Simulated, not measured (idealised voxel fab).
process module | voxel fin reveal
cross-section cut | 155 nm wide | cells 5 nm
A cross-section is a grid of square cells, given in bands from the top down. A band is one or more rows of cells.
Each band's line starts with the height of the band's top and of its bottom, in nm. Then come its materials from left to right, each with its width in nm. One material with "throughout" fills the band from edge to edge. "air" is empty space.
Height 0 is the level under which the wafer as received is all one material. The lowest band goes on downwards, as in "0 down".
A width such as "30 to 40" changes by the same amount from each row of cells to the next, from the band's top row to its bottom row.
"no change" after a step means that no cell of the cross-section changed.
closed voids: empty space of 8 cells or more with no open way to the top, each as width x height at its distance from the left edge, in nm
after a step's settings: what the simulator itself notes on the step
overlay nm, on a step with a mask: how far to the right of its planned place the mask lay; to the left if negative
plan
1 op RECEIVE | material Si
2 op CONFORMAL_DEP | material SiN | thk nm 10
3 op DIRECTIONAL_DEP | material aC | thk nm 15
4 op PATTERN | tone cover | mask id FINS | material resist | width nm 15 | pitch nm 40 | thk nm 30 | overlay nm 0
5 op DIRECTIONAL_ETCH | etch materials aC | depth nm 15
6 op STRIP | etch materials resist
7 op DIRECTIONAL_ETCH | etch materials SiN | depth nm 10
8 op DIRECTIONAL_ETCH | etch materials Si | depth nm 30
9 op STRIP | etch materials aC
10 op FILL_DEP | material SiO2 | thk nm 15
11 op CMP | height nm 10
12 op SELECTIVE_ETCH | etch materials SiO2 | depth nm 30
13 op STRIP | etch materials SiN
14 op CONFORMAL_DEP | material HfO2 | thk nm 5
as received, after step 1
  0 down: Si throughout
  closed voids: none
first wafer at the end, as planned
  5 to 0: air 45 | HfO2 25 | air 15 | HfO2 25 | air 45
  0 to -15: air 45 | HfO2 5 | Si 15 | HfO2 5 | air 15 | HfO2 5 | Si 15 | HfO2 5 | air 45
  -15 to -20: HfO2 50 | Si 15 | HfO2 25 | Si 15 | HfO2 50
  -20 to -30: SiO2 50 | Si 15 | SiO2 25 | Si 15 | SiO2 50
  -30 down: Si throughout
  closed voids: none
second wafer at the end: like start, like plan, one mistake
  15 to 10: air 45 | HfO2 25 | air 15 | HfO2 25 | air 45
  10 to 0: air 45 | HfO2 5 | SiN 15 | HfO2 5 | air 15 | HfO2 5 | SiN 15 | HfO2 5 | air 45
  0 to -25: air 45 | HfO2 5 | Si 15 | HfO2 5 | air 15 | HfO2 5 | Si 15 | HfO2 5 | air 45
  -25 to -30: HfO2 50 | Si 15 | HfO2 25 | Si 15 | HfO2 50
  -30 down: Si throughout
  closed voids: none
what went wrong: step 13 ran as: op STRIP | etch materials SiO2
at the end the second wafer has, in cells: 16 more of HfO2 | 12 more of SiN | 50 fewer of SiO2
